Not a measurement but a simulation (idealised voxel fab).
This section sets out a process module, namely voxel capacitor over wiring.
Xsec cut, 210 nm wide, square cell size 5 nm.
Cross-section format: a grid of square cells, given as bands from top to bottom; each band is one or more rows of cells.
Band: top and bottom heights (nm) first, top before bottom; then materials from left to right, widths in nm. "edge to edge" marks a sole material filling the band edge to edge. "empty" denotes empty space.
Basically, 0 is our baseline, since under it the wafer straight out of the box is all one material. The bottom band has no lower end and keeps on going down, so it looks like "0..down".
A width such as "30->40" changes by the same amount from each row of cells to the next, from the band's top row to its bottom row.
The cross-section has no changed cell in any step marked "no alteration".
"Closed cavity list" means: voids of 8 cells or more that are shut off from the top with no open way through. Written width x height at distance, distance from the left edge, in nm.
Text after the settings on a step's line: the simulator's own remark on that step.
The "overlay nm" setting may appear on a step's line; for a step that uses a mask, it gives how far to the right of its planned position the mask lay, and a negative value indicates the left.
### Process steps (planned)
step 1: op RECEIVE | material Si
step 2: op CONFORMAL_DEP | material SiO2 | thk nm 10
step 3: op CONFORMAL_DEP | material SiCN | thk nm 5
step 4: op DIRECTIONAL_DEP | material SiO2 | thk nm 15
step 5: op PATTERN | tone open | mask id METAL_1 | material resist | width nm 30 | pitch nm 95 | thk nm 20 | overlay nm 0
step 6: op DIRECTIONAL_ETCH | etch materials SiO2 | depth nm 15
step 7: op DIRECTIONAL_ETCH | etch materials SiCN | depth nm 5
step 8: op STRIP | etch materials resist
step 9: op CONFORMAL_DEP | material TiN | thk nm 5
step 10: op FILL_DEP | material Cu | thk nm 5
step 11: op CMP | height nm 30
step 12: op CONFORMAL_DEP | material SiCN | thk nm 5
step 13: op DIRECTIONAL_DEP | material lowk | thk nm 20
step 14: op PATTERN | tone open | mask id PLUG_1 | material resist | width nm 15 | thk nm 15 | overlay nm 0
step 15: op DIRECTIONAL_ETCH | etch materials lowk | depth nm 20
step 16: op DIRECTIONAL_ETCH | etch materials SiCN | depth nm 5
step 17: op STRIP | etch materials resist
step 18: op EPI | material Ru | thk nm 10
step 19: op EPI | material Ru | thk nm 10
step 20: op EPI | material Ru | thk nm 5
step 21: op DIRECTIONAL_DEP | material TiN | thk nm 5
step 22: op DIRECTIONAL_DEP | material HfO2 | thk nm 5
step 23: op DIRECTIONAL_DEP | material TiN | thk nm 5
step 24: op MASKED_ETCH | tone cover | mask id UPPER_PLATE | width nm 70 | etch materials TiN | depth nm 5 | overlay nm 0
step 25: op MASKED_ETCH | tone cover | mask id UPPER_PLATE | width nm 70 | etch materials HfO2 | depth nm 5 | overlay nm 0
step 26: op MASKED_ETCH | tone cover | mask id LOWER_PLATE | width nm 80 | etch materials TiN | depth nm 5 | overlay nm 0
step 27: op FILL_DEP | material SiO2 | thk nm 15
step 28: op CMP | height nm 80
step 29: op DIRECTIONAL_DEP | material aC | thk nm 15
step 30: op PATTERN | tone open | mask id PLUG_2 | material resist | width nm 15 | thk nm 30 | overlay nm 0
step 31: op DIRECTIONAL_ETCH | etch materials aC | depth nm 15
step 32: op STRIP | etch materials resist
step 33: op DIRECTIONAL_ETCH | etch materials SiO2 | depth nm 10
step 34: op STRIP | etch materials aC
step 35: op CONFORMAL_DEP | material TiN | thk nm 5
step 36: op FILL_DEP | material W | thk nm 5
step 37: op CMP | height nm 80
step 38: op CONFORMAL_DEP | material SiN | thk nm 5
### first wafer, as planned
### As-received state of the wafer in cross-section, equivalent to post-step 1
- 0..down | Si edge to edge
- Closed cavity list: none
### The following cross-section depicts the wafer upon completion of step 2
- 10..0 | SiO2 edge to edge
- All layers under 0 are left as they were.
### The following cross-section depicts the wafer upon completion of step 3
- 15..10 | SiCN edge to edge
- All layers under 10 are left as they were.
### The following cross-section depicts the wafer upon completion of step 4
- 30..15 | SiO2 edge to edge
- All layers under 15 are left as they were.
### The following cross-section depicts the wafer upon completion of step 5
- 50..30 | 40 of resist; 30 of empty; 65 of resist; 30 of empty; 45 of resist
- All layers under 30 are left as they were.
### The following cross-section depicts the wafer upon completion of step 6
- 50..30 | 40 of resist; 30 of empty; 65 of resist; 30 of empty; 45 of resist
- 30..15 | 40 of SiO2; 30 of empty; 65 of SiO2; 30 of empty; 45 of SiO2
- All layers under 15 are left as they were.
### The following cross-section depicts the wafer upon completion of step 7
- 50..30 | 40 of resist; 30 of empty; 65 of resist; 30 of empty; 45 of resist
- 30..15 | 40 of SiO2; 30 of empty; 65 of SiO2; 30 of empty; 45 of SiO2
- 15..10 | 40 of SiCN; 30 of empty; 65 of SiCN; 30 of empty; 45 of SiCN
- All layers under 10 are left as they were.
### The following cross-section depicts the wafer upon completion of step 8
- 30..15 | 40 of SiO2; 30 of empty; 65 of SiO2; 30 of empty; 45 of SiO2
- All layers under 15 are left as they were.
### The following cross-section depicts the wafer upon completion of step 9
- 35..30 | 45 of TiN; 20 of empty; 75 of TiN; 20 of empty; 50 of TiN
- 30..15 | 40 of SiO2; 5 of TiN; 20 of empty; 5 of TiN; 65 of SiO2; 5 of TiN; 20 of empty; 5 of TiN; 45 of SiO2
- 15..10 | 40 of SiCN; 30 of TiN; 65 of SiCN; 30 of TiN; 45 of SiCN
- All layers under 10 are left as they were.
### The following cross-section depicts the wafer upon completion of step 10
- 40..35 | Cu edge to edge
- 35..30 | 45 of TiN; 20 of Cu; 75 of TiN; 20 of Cu; 50 of TiN
- 30..15 | 40 of SiO2; 5 of TiN; 20 of Cu; 5 of TiN; 65 of SiO2; 5 of TiN; 20 of Cu; 5 of TiN; 45 of SiO2
- All layers under 15 are left as they were.
### The following cross-section depicts the wafer upon completion of step 11
- 30..15 | 40 of SiO2; 5 of TiN; 20 of Cu; 5 of TiN; 65 of SiO2; 5 of TiN; 20 of Cu; 5 of TiN; 45 of SiO2
- All layers under 15 are left as they were.
### The following cross-section depicts the wafer upon completion of step 12
- 35..30 | SiCN edge to edge
- All layers under 30 are left as they were.
### The following cross-section depicts the wafer upon completion of step 13
- 55..35 | lowk edge to edge
- All layers under 35 are left as they were.
### The following cross-section depicts the wafer upon completion of step 14
- 70..55 | 55 of resist; 15 of empty; 140 of resist
- All layers under 55 are left as they were.
### The following cross-section depicts the wafer upon completion of step 15
- 70..55 | 55 of resist; 15 of empty; 140 of resist
- 55..35 | 55 of lowk; 15 of empty; 140 of lowk
- All layers under 35 are left as they were.
### The following cross-section depicts the wafer upon completion of step 16
- 70..55 | 55 of resist; 15 of empty; 140 of resist
- 55..35 | 55 of lowk; 15 of empty; 140 of lowk
- 35..30 | 55 of SiCN; 15 of empty; 140 of SiCN
- All layers under 30 are left as they were.
### The following cross-section depicts the wafer upon completion of step 17
- 55..35 | 55 of lowk; 15 of empty; 140 of lowk
- All layers under 35 are left as they were.
### The following cross-section depicts the wafer upon completion of step 18
- 55..40 | 55 of lowk; 15 of empty; 140 of lowk
- 40..35 | 55 of lowk; 15 of Ru; 140 of lowk
- 35..30 | 55 of SiCN; 15 of Ru; 140 of SiCN
- All layers under 30 are left as they were.
### The following cross-section depicts the wafer upon completion of step 19
- 55..50 | 55 of lowk; 15 of empty; 140 of lowk
- 50..35 | 55 of lowk; 15 of Ru; 140 of lowk
- All layers under 35 are left as they were.
### The following cross-section depicts the wafer upon completion of step 20
- 55..35 | 55 of lowk; 15 of Ru; 140 of lowk
- All layers under 35 are left as they were.
### The following cross-section depicts the wafer upon completion of step 21
- 60..55 | TiN edge to edge
- All layers under 55 are left as they were.
### The following cross-section depicts the wafer upon completion of step 22
- 65..60 | HfO2 edge to edge
- All layers under 60 are left as they were.
### The following cross-section depicts the wafer upon completion of step 23
- 70..65 | TiN edge to edge
- All layers under 65 are left as they were.
### The following cross-section depicts the wafer upon completion of step 24
- 70..65 | 55 of empty; 70 of TiN; 85 of empty
- All layers under 65 are left as they were.
### The following cross-section depicts the wafer upon completion of step 25
- 70..65 | 55 of empty; 70 of TiN; 85 of empty
- 65..60 | 55 of empty; 70 of HfO2; 85 of empty
- All layers under 60 are left as they were.
### The following cross-section depicts the wafer upon completion of step 26
- 70..65 | 55 of empty; 70 of TiN; 85 of empty
- 65..60 | 55 of empty; 70 of HfO2; 85 of empty
- 60..55 | 50 of empty; 80 of TiN; 80 of empty
- All layers under 55 are left as they were.
### The following cross-section depicts the wafer upon completion of step 27
- 85..70 | SiO2 edge to edge
- 70..65 | 55 of SiO2; 70 of TiN; 85 of SiO2
- 65..60 | 55 of SiO2; 70 of HfO2; 85 of SiO2
- 60..55 | 50 of SiO2; 80 of TiN; 80 of SiO2
- All layers under 55 are left as they were.
### The following cross-section depicts the wafer upon completion of step 28
- 80..70 | SiO2 edge to edge
- All layers under 70 are left as they were.
### The following cross-section depicts the wafer upon completion of step 29
- 95..80 | aC edge to edge
- All layers under 80 are left as they were.
### The following cross-section depicts the wafer upon completion of step 30
- 125..95 | 65 of resist; 15 of empty; 130 of resist
- All layers under 95 are left as they were.
### The following cross-section depicts the wafer upon completion of step 31
- 110..95 | 65 of resist; 15 of empty; 130 of resist
- 95..80 | 65 of aC; 15 of empty; 130 of aC
- All layers under 80 are left as they were.
### The following cross-section depicts the wafer upon completion of step 32
- 95..80 | 65 of aC; 15 of empty; 130 of aC
- All layers under 80 are left as they were.
### The following cross-section depicts the wafer upon completion of step 33
- 95..80 | 65 of aC; 15 of empty; 130 of aC
- 80..70 | 65 of SiO2; 15 of empty; 130 of SiO2
- All layers under 70 are left as they were.
### The following cross-section depicts the wafer upon completion of step 34
- 80..70 | 65 of SiO2; 15 of empty; 130 of SiO2
- All layers under 70 are left as they were.
### The following cross-section depicts the wafer upon completion of step 35
- 85..80 | 70 of TiN; 5 of empty; 135 of TiN
- 80..75 | 65 of SiO2; 5 of TiN; 5 of empty; 5 of TiN; 130 of SiO2
- 75..65 | 65->55 of SiO2; 15->70 of TiN; 130->85 of SiO2
- All layers under 65 are left as they were.
### The following cross-section depicts the wafer upon completion of step 36
- 90..85 | W edge to edge
- 85..80 | 70 of TiN; 5 of W; 135 of TiN
- 80..75 | 65 of SiO2; 5 of TiN; 5 of W; 5 of TiN; 130 of SiO2
- All layers under 75 are left as they were.
### The following cross-section depicts the wafer upon completion of step 37
- 80..75 | 65 of SiO2; 5 of TiN; 5 of W; 5 of TiN; 130 of SiO2
- All layers under 75 are left as they were.
### The following cross-section depicts the wafer upon completion of step 38
- 85..80 | SiN edge to edge
- All layers under 80 are left as they were.
### Second wafer: same start and same plan as the first, one execution error; identical to the first through step 1
### Planned end of step 2: second wafer, cross-section
- 5..0 | SiCN edge to edge
- All layers under 0 are left as they were.
### Planned end of step 3: second wafer, cross-section
- 15..5 | SiO2 edge to edge
- All layers under 5 are left as they were.
### Planned end of step 4: second wafer, cross-section
- 30..5 | SiO2 edge to edge
- All layers under 5 are left as they were.
### Planned end of step 5: second wafer, cross-section
- 50..30 | 40 of resist; 30 of empty; 65 of resist; 30 of empty; 45 of resist
- All layers under 30 are left as they were.
### Planned end of step 6: second wafer, cross-section
- 50..30 | 40 of resist; 30 of empty; 65 of resist; 30 of empty; 45 of resist
- 30..15 | 40 of SiO2; 30 of empty; 65 of SiO2; 30 of empty; 45 of SiO2
- All layers under 15 are left as they were.
Planned end of step 7: second wafer, cross-section: no alteration
### Planned end of step 8: second wafer, cross-section
- 30..15 | 40 of SiO2; 30 of empty; 65 of SiO2; 30 of empty; 45 of SiO2
- All layers under 15 are left as they were.
### Planned end of step 9: second wafer, cross-section
- 35..30 | 45 of TiN; 20 of empty; 75 of TiN; 20 of empty; 50 of TiN
- 30..20 | 40 of SiO2; 5 of TiN; 20 of empty; 5 of TiN; 65 of SiO2; 5 of TiN; 20 of empty; 5 of TiN; 45 of SiO2
- 20..15 | 40 of SiO2; 30 of TiN; 65 of SiO2; 30 of TiN; 45 of SiO2
- All layers under 15 are left as they were.
### Planned end of step 10: second wafer, cross-section
- 40..35 | Cu edge to edge
- 35..30 | 45 of TiN; 20 of Cu; 75 of TiN; 20 of Cu; 50 of TiN
- 30..20 | 40 of SiO2; 5 of TiN; 20 of Cu; 5 of TiN; 65 of SiO2; 5 of TiN; 20 of Cu; 5 of TiN; 45 of SiO2
- All layers under 20 are left as they were.
### Planned end of step 11: second wafer, cross-section
- 30..20 | 40 of SiO2; 5 of TiN; 20 of Cu; 5 of TiN; 65 of SiO2; 5 of TiN; 20 of Cu; 5 of TiN; 45 of SiO2
- All layers under 20 are left as they were.
### Planned end of step 12: second wafer, cross-section
- 35..30 | SiCN edge to edge
- All layers under 30 are left as they were.
### Planned end of step 13: second wafer, cross-section
- 55..35 | lowk edge to edge
- All layers under 35 are left as they were.
### Planned end of step 14: second wafer, cross-section
- 70..55 | 55 of resist; 15 of empty; 140 of resist
- All layers under 55 are left as they were.
### Planned end of step 15: second wafer, cross-section
- 70..55 | 55 of resist; 15 of empty; 140 of resist
- 55..35 | 55 of lowk; 15 of empty; 140 of lowk
- All layers under 35 are left as they were.
### Planned end of step 16: second wafer, cross-section
- 70..55 | 55 of resist; 15 of empty; 140 of resist
- 55..35 | 55 of lowk; 15 of empty; 140 of lowk
- 35..30 | 55 of SiCN; 15 of empty; 140 of SiCN
- All layers under 30 are left as they were.
### Planned end of step 17: second wafer, cross-section
- 55..35 | 55 of lowk; 15 of empty; 140 of lowk
- All layers under 35 are left as they were.
### Planned end of step 18: second wafer, cross-section
- 55..40 | 55 of lowk; 15 of empty; 140 of lowk
- 40..35 | 55 of lowk; 15 of Ru; 140 of lowk
- 35..30 | 55 of SiCN; 15 of Ru; 140 of SiCN
- All layers under 30 are left as they were.
### Planned end of step 19: second wafer, cross-section
- 55..50 | 55 of lowk; 15 of empty; 140 of lowk
- 50..35 | 55 of lowk; 15 of Ru; 140 of lowk
- All layers under 35 are left as they were.
### Planned end of step 20: second wafer, cross-section
- 55..35 | 55 of lowk; 15 of Ru; 140 of lowk
- All layers under 35 are left as they were.
### Planned end of step 21: second wafer, cross-section
- 60..55 | TiN edge to edge
- All layers under 55 are left as they were.
### Planned end of step 22: second wafer, cross-section
- 65..60 | HfO2 edge to edge
- All layers under 60 are left as they were.
### Planned end of step 23: second wafer, cross-section
- 70..65 | TiN edge to edge
- All layers under 65 are left as they were.
### Planned end of step 24: second wafer, cross-section
- 70..65 | 55 of empty; 70 of TiN; 85 of empty
- All layers under 65 are left as they were.
### Planned end of step 25: second wafer, cross-section
- 70..65 | 55 of empty; 70 of TiN; 85 of empty
- 65..60 | 55 of empty; 70 of HfO2; 85 of empty
- All layers under 60 are left as they were.
### Planned end of step 26: second wafer, cross-section
- 70..65 | 55 of empty; 70 of TiN; 85 of empty
- 65..60 | 55 of empty; 70 of HfO2; 85 of empty
- 60..55 | 50 of empty; 80 of TiN; 80 of empty
- All layers under 55 are left as they were.
### Planned end of step 27: second wafer, cross-section
- 85..70 | SiO2 edge to edge
- 70..65 | 55 of SiO2; 70 of TiN; 85 of SiO2
- 65..60 | 55 of SiO2; 70 of HfO2; 85 of SiO2
- 60..55 | 50 of SiO2; 80 of TiN; 80 of SiO2
- All layers under 55 are left as they were.
### Planned end of step 28: second wafer, cross-section
- 80..70 | SiO2 edge to edge
- All layers under 70 are left as they were.
### Planned end of step 29: second wafer, cross-section
- 95..80 | aC edge to edge
- All layers under 80 are left as they were.
### Planned end of step 30: second wafer, cross-section
- 125..95 | 65 of resist; 15 of empty; 130 of resist
- All layers under 95 are left as they were.
### Planned end of step 31: second wafer, cross-section
- 110..95 | 65 of resist; 15 of empty; 130 of resist
- 95..80 | 65 of aC; 15 of empty; 130 of aC
- All layers under 80 are left as they were.
### Planned end of step 32: second wafer, cross-section
- 95..80 | 65 of aC; 15 of empty; 130 of aC
- All layers under 80 are left as they were.
### Planned end of step 33: second wafer, cross-section
- 95..80 | 65 of aC; 15 of empty; 130 of aC
- 80..70 | 65 of SiO2; 15 of empty; 130 of SiO2
- All layers under 70 are left as they were.
### Planned end of step 34: second wafer, cross-section
- 80..70 | 65 of SiO2; 15 of empty; 130 of SiO2
- All layers under 70 are left as they were.
### Planned end of step 35: second wafer, cross-section
- 85..80 | 70 of TiN; 5 of empty; 135 of TiN
- 80..75 | 65 of SiO2; 5 of TiN; 5 of empty; 5 of TiN; 130 of SiO2
- 75..65 | 65->55 of SiO2; 15->70 of TiN; 130->85 of SiO2
- All layers under 65 are left as they were.
### Planned end of step 36: second wafer, cross-section
- 90..85 | W edge to edge
- 85..80 | 70 of TiN; 5 of W; 135 of TiN
- 80..75 | 65 of SiO2; 5 of TiN; 5 of W; 5 of TiN; 130 of SiO2
- All layers under 75 are left as they were.
### Planned end of step 37: second wafer, cross-section
- 80..75 | 65 of SiO2; 5 of TiN; 5 of W; 5 of TiN; 130 of SiO2
- All layers under 75 are left as they were.
### Planned end of step 38: second wafer, cross-section
- 85..80 | SiN edge to edge
- All layers under 80 are left as they were.
Against the plan, the run slipped here: ran 2 and 3 in swapped order versus the plan
Final difference in cells, second wafer against first, listed per material as more or fewer: -8 Cu; +12 SiCN; -4 TiN
